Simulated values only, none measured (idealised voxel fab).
process module | voxel air gaps
cross-section cut | 270 nm wide | cells 5 nm
A cross-section is a grid of square cells, given in bands from the top down. A band is one or more rows of cells.
Each band's line starts with the height of the band's top and of its bottom, in nm. Then come its materials from left to right, each with its width in nm. One material with "throughout" fills the band from edge to edge. "air" is empty space.
Height 0 is the level under which the wafer as received is all one material. The lowest band goes on downwards, as in "0 down".
A width such as "30 to 40" changes by the same amount from each row of cells to the next, from the band's top row to its bottom row.
"no change" after a step means that no cell of the cross-section changed.
closed voids: empty space of 8 cells or more with no open way to the top, each as width x height at its distance from the left edge, in nm
after a step's settings: what the simulator itself notes on the step
overlay nm, on a step with a mask: how far to the right of its planned place the mask lay; to the left if negative
plan
1 op RECEIVE | material Si
2 op CONFORMAL_DEP | material SiO2 | thk nm 15
3 op CONFORMAL_DEP | material SiCN | thk nm 5
4 op DIRECTIONAL_DEP | material SiO2 | thk nm 30
5 op PATTERN | tone open | mask id LINES | material resist | width nm 25 | pitch nm 50 | thk nm 20 | overlay nm -15
6 op DIRECTIONAL_ETCH | etch materials SiO2 | depth nm 30
7 op STRIP | etch materials resist
8 op CONFORMAL_DEP | material TiN | thk nm 5
9 op FILL_DEP | material Ru | thk nm 10
10 op CMP | height nm 50
11 op EPI | material Ru | thk nm 10
12 op SELECTIVE_ETCH | etch materials SiO2 | depth nm 40
13 op CONFORMAL_DEP | material SiCN | thk nm 5
varied across the wafers: overlay nm of step 5. The plan shows the first wafer's value. All wafers start alike
first wafer as received, after step 1
  0 down: Si throughout
  closed voids: none
first wafer at the end, after step 13
  65 to 60: air 15 | SiCN 205 | air 50
  60 to 50: air 15 | SiCN 5 | Ru 45 | SiCN 5 | Ru 45 | SiCN 5 | Ru 45 | SiCN 5 | Ru 45 | SiCN 5 | air 50
  50 to 45: air 15 | SiCN 15 | TiN 5 | Ru 15 | TiN 5 | SiCN 25 | TiN 5 | Ru 15 | TiN 5 | SiCN 25 | TiN 5 | Ru 15 | TiN 5 | SiCN 25 | TiN 5 | Ru 15 | TiN 5 | SiCN 15 | air 50
  45 to 25: air 25 | SiCN 5 | TiN 5 | Ru 15 | TiN 5 | SiCN 5 | air 15 | SiCN 5 | TiN 5 | Ru 15 | TiN 5 | SiCN 5 | air 15 | SiCN 5 | TiN 5 | Ru 15 | TiN 5 | SiCN 5 | air 15 | SiCN 5 | TiN 5 | Ru 15 | TiN 5 | SiCN 5 | air 60
  25 to 20: SiCN 30 | TiN 25 | SiCN 25 | TiN 25 | SiCN 25 | TiN 25 | SiCN 25 | TiN 25 | SiCN 65
  20 to 15: SiCN throughout
  15 to 0: SiO2 throughout
  0 down: Si throughout
  closed voids: 15 x 20 at 60; 15 x 20 at 110; 15 x 20 at 160
last wafer at the end
  65 to 60: air 45 | SiCN 205 | air 20
  60 to 50: air 45 | SiCN 5 | Ru 45 | SiCN 5 | Ru 45 | SiCN 5 | Ru 45 | SiCN 5 | Ru 45 | SiCN 5 | air 20
  50 to 45: air 45 | SiCN 15 | TiN 5 | Ru 15 | TiN 5 | SiCN 25 | TiN 5 | Ru 15 | TiN 5 | SiCN 25 | TiN 5 | Ru 15 | TiN 5 | SiCN 25 | TiN 5 | Ru 15 | TiN 5 | SiCN 15 | air 20
  45 to 25: air 55 | SiCN 5 | TiN 5 | Ru 15 | TiN 5 | SiCN 5 | air 15 | SiCN 5 | TiN 5 | Ru 15 | TiN 5 | SiCN 5 | air 15 | SiCN 5 | TiN 5 | Ru 15 | TiN 5 | SiCN 5 | air 15 | SiCN 5 | TiN 5 | Ru 15 | TiN 5 | SiCN 5 | air 30
  25 to 20: SiCN 60 | TiN 25 | SiCN 25 | TiN 25 | SiCN 25 | TiN 25 | SiCN 25 | TiN 25 | SiCN 35
  20 to 15: SiCN throughout
  15 to 0: SiO2 throughout
  0 down: Si throughout
  closed voids: 15 x 20 at 90; 15 x 20 at 140; 15 x 20 at 190
each wafer at the end: cells of each material gained (+) or lost (-) since it was received, then its closed voids
overlay nm -15 | +132 Ru | +192 SiCN | +162 SiO2 | +60 TiN | closed voids: 15 x 20 at 60; 15 x 20 at 110; 15 x 20 at 160
overlay nm -10 | +132 Ru | +192 SiCN | +162 SiO2 | +60 TiN | closed voids: 15 x 20 at 65; 15 x 20 at 115; 15 x 20 at 165
overlay nm -5 | +132 Ru | +192 SiCN | +162 SiO2 | +60 TiN | closed voids: 15 x 20 at 70; 15 x 20 at 120; 15 x 20 at 170
overlay nm 0 | +132 Ru | +192 SiCN | +162 SiO2 | +60 TiN | closed voids: 15 x 20 at 75; 15 x 20 at 125; 15 x 20 at 175
overlay nm 5 | +132 Ru | +192 SiCN | +162 SiO2 | +60 TiN | closed voids: 15 x 20 at 80; 15 x 20 at 130; 15 x 20 at 180
overlay nm 10 | +132 Ru | +192 SiCN | +162 SiO2 | +60 TiN | closed voids: 15 x 20 at 85; 15 x 20 at 135; 15 x 20 at 185
overlay nm 15 | +132 Ru | +192 SiCN | +162 SiO2 | +60 TiN | closed voids: 15 x 20 at 90; 15 x 20 at 140; 15 x 20 at 190
